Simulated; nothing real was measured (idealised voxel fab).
Process module heading - voxel self aligned contacts
Section shown: cut. Width: 175 nm. Cell size: 5 nm, square.
The cross-sections in this document take the form of a grid made of square cells. They are written out as bands, in order from top to bottom. Each band consists of one or more rows of cells. Per band: top height and bottom height in nm, followed by the left-to-right materials and their widths in nm; "everywhere" marks a single material spanning edge to edge, "empty" marks empty space. Ref level 0: as-received wafer is one material below here. Bottom band extends down with no lower bound ("0 nm and below"). With a width like "30..40", each row of cells in the band differs from the next by the same amount, the top row carrying the first number and the bottom row the second. Reading "all unchanged" for a step: not a cell of the cross-section changed in it. Enclosed voids (no open way to top), threshold 8 cells or more, entry "Completely sealed voids", notation width x height at distance, distance from left edge, nm. Whatever follows a step's settings on its line is a remark the simulator itself makes about that step. overlay nm: step with mask; distance mask lay right of planned place; negative value = left of planned place.

## Below is the list of planned process steps
- 1: RECEIVE [material Si]
- 2: OXIDIZE [depth nm 5]
- 3: DIRECTIONAL_DEP [material polySi] [thk nm 25]
- 4: DIRECTIONAL_DEP [material SiN] [thk nm 20]
- 5: MASKED_ETCH [tone cover] [mask id GATE] [width nm 25] [pitch nm 65] [etch materials SiN] [depth nm 20] [overlay nm 0]
- 6: MASKED_ETCH [tone cover] [mask id GATE] [width nm 25] [pitch nm 65] [etch materials polySi] [depth nm 25] [overlay nm 0]
- 7: CONFORMAL_DEP [material SiN] [thk nm 10]
- 8: DIRECTIONAL_ETCH [etch materials SiN] [depth nm 10]
- 9: FILL_DEP [material SiO2] [thk nm 10]
- 10: CMP [height nm 50]
- 11: PATTERN [tone open] [mask id CONTACT] [material resist] [width nm 50] [thk nm 15] [overlay nm 0]
- 12: DIRECTIONAL_ETCH [etch materials SiO2] [depth nm 55]
- 13: STRIP [etch materials resist]
- 14: CONFORMAL_DEP [material TiN] [thk nm 5]
- 15: FILL_DEP [material W] [thk nm 10]
- 16: CMP [height nm 50]
- 17: CONFORMAL_DEP [material SiCN] [thk nm 5]

## Cross-section of the wafer at receipt, which is the condition after step 1
* 0 nm and below | Si everywhere
* Completely sealed voids: none

## Post-module cross-section: identical start and plan to those above, one misstep in execution
* 55 nm to 50 nm | SiCN everywhere
* 50 nm to 45 nm | 65 nm SiO2 / 15 nm TiN / 10 nm W / 25 nm TiN / 60 nm SiO2
* 45 nm to 25 nm | 30 nm SiO2 / 45 nm SiN / 5 nm TiN / 10 nm W / 5 nm TiN / 45 nm SiN / 35 nm SiO2
* 25 nm to 0 nm | 30 nm SiO2 / 10 nm SiN / 25 nm polySi / 10 nm SiN / 5 nm TiN / 10 nm W / 5 nm TiN / 10 nm SiN / 25 nm polySi / 10 nm SiN / 35 nm SiO2
* 0 nm to -5 nm | 75 nm SiO2 / 20 nm TiN / 80 nm SiO2
* -5 nm and below | Si everywhere
* Completely sealed voids: none
Nonconformance to the process plan: step 11 ran differently from the plan; actual operation with settings: PATTERN [tone open] [mask id CONTACT] [material resist] [width nm 50] [thk nm 15] [overlay nm 5]
